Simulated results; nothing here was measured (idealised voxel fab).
process module | voxel self aligned contacts
cross-section cut | 300 nm wide | cells 5 nm
A cross-section is a grid of square cells, given in bands from the top down. A band is one or more rows of cells.
Each band's line starts with the height of the band's top and of its bottom, in nm. Then come its materials from left to right, each with its width in nm. One material with "throughout" fills the band from edge to edge. "air" is empty space.
Height 0 is the level under which the wafer as received is all one material. The lowest band goes on downwards, as in "0 down".
A width such as "30 to 40" changes by the same amount from each row of cells to the next, from the band's top row to its bottom row.
"no change" after a step means that no cell of the cross-section changed.
closed voids: empty space of 8 cells or more with no open way to the top, each as width x height at its distance from the left edge, in nm
after a step's settings: what the simulator itself notes on the step
overlay nm, on a step with a mask: how far to the right of its planned place the mask lay; to the left if negative
plan
1 op RECEIVE | material Si
2 op OXIDIZE | depth nm 5
3 op DIRECTIONAL_DEP | material polySi | thk nm 25
4 op DIRECTIONAL_DEP | material SiN | thk nm 25
5 op MASKED_ETCH | tone cover | mask id GATE | width nm 30 | pitch nm 75 | etch materials SiN | depth nm 25 | overlay nm 0
6 op MASKED_ETCH | tone cover | mask id GATE | width nm 30 | pitch nm 75 | etch materials polySi | depth nm 25 | overlay nm 0
7 op CONFORMAL_DEP | material SiN | thk nm 10
8 op DIRECTIONAL_ETCH | etch materials SiN | depth nm 10
9 op FILL_DEP | material SiO2 | thk nm 15
10 op CMP | height nm 55
11 op PATTERN | tone open | mask id CONTACT | material resist | width nm 55 | pitch nm 75 | thk nm 15 | overlay nm 0
12 op DIRECTIONAL_ETCH | etch materials SiO2 | depth nm 60
13 op STRIP | etch materials resist
14 op CONFORMAL_DEP | material TiN | thk nm 5
15 op FILL_DEP | material W | thk nm 5
16 op CMP | height nm 55
17 op CONFORMAL_DEP | material SiN | thk nm 5
varied across the wafers: thk nm of step 14. The plan shows the first wafer's value. All wafers start alike
first wafer as received, after step 1
  0 down: Si throughout
  closed voids: none
first wafer at the end, after step 17
  60 to 55: SiN throughout
  55 to 50: SiO2 85 | TiN 20 | W 15 | TiN 20 | SiO2 20 | TiN 20 | W 15 | TiN 20 | SiO2 85
  50 to 25: SiO2 50 | SiN 50 | TiN 5 | W 15 | TiN 5 | SiN 50 | TiN 5 | W 15 | TiN 5 | SiN 50 | SiO2 50
  25 to 0: SiO2 50 | SiN 10 | polySi 30 | SiN 10 | TiN 5 | W 15 | TiN 5 | SiN 10 | polySi 30 | SiN 10 | TiN 5 | W 15 | TiN 5 | SiN 10 | polySi 30 | SiN 10 | SiO2 50
  0 to -5: SiO2 100 | TiN 25 | SiO2 50 | TiN 25 | SiO2 100
  -5 down: Si throughout
  closed voids: none
last wafer at the end
  60 to 55: SiN throughout
  55 to 50: SiO2 85 | TiN 55 | SiO2 20 | TiN 55 | SiO2 85
  50 to 25: SiO2 50 | SiN 50 | TiN 25 | SiN 50 | TiN 25 | SiN 50 | SiO2 50
  25 to 0: SiO2 50 | SiN 10 | polySi 30 | SiN 10 | TiN 25 | SiN 10 | polySi 30 | SiN 10 | TiN 25 | SiN 10 | polySi 30 | SiN 10 | SiO2 50
  0 to -5: SiO2 100 | TiN 25 | SiO2 50 | TiN 25 | SiO2 100
  -5 down: Si throughout
  closed voids: none
each wafer at the end: cells of each material gained (+) or lost (-) since it was received, then its closed voids
thk nm 5 | -60 Si | +270 SiN | +288 SiO2 | +66 TiN | +66 W | +90 polySi | closed voids: none
thk nm 10 | -60 Si | +270 SiN | +288 SiO2 | +112 TiN | +20 W | +90 polySi | closed voids: none
thk nm 15 | -60 Si | +270 SiN | +288 SiO2 | +132 TiN | +90 polySi | closed voids: none
thk nm 20 | -60 Si | +270 SiN | +288 SiO2 | +132 TiN | +90 polySi | closed voids: none
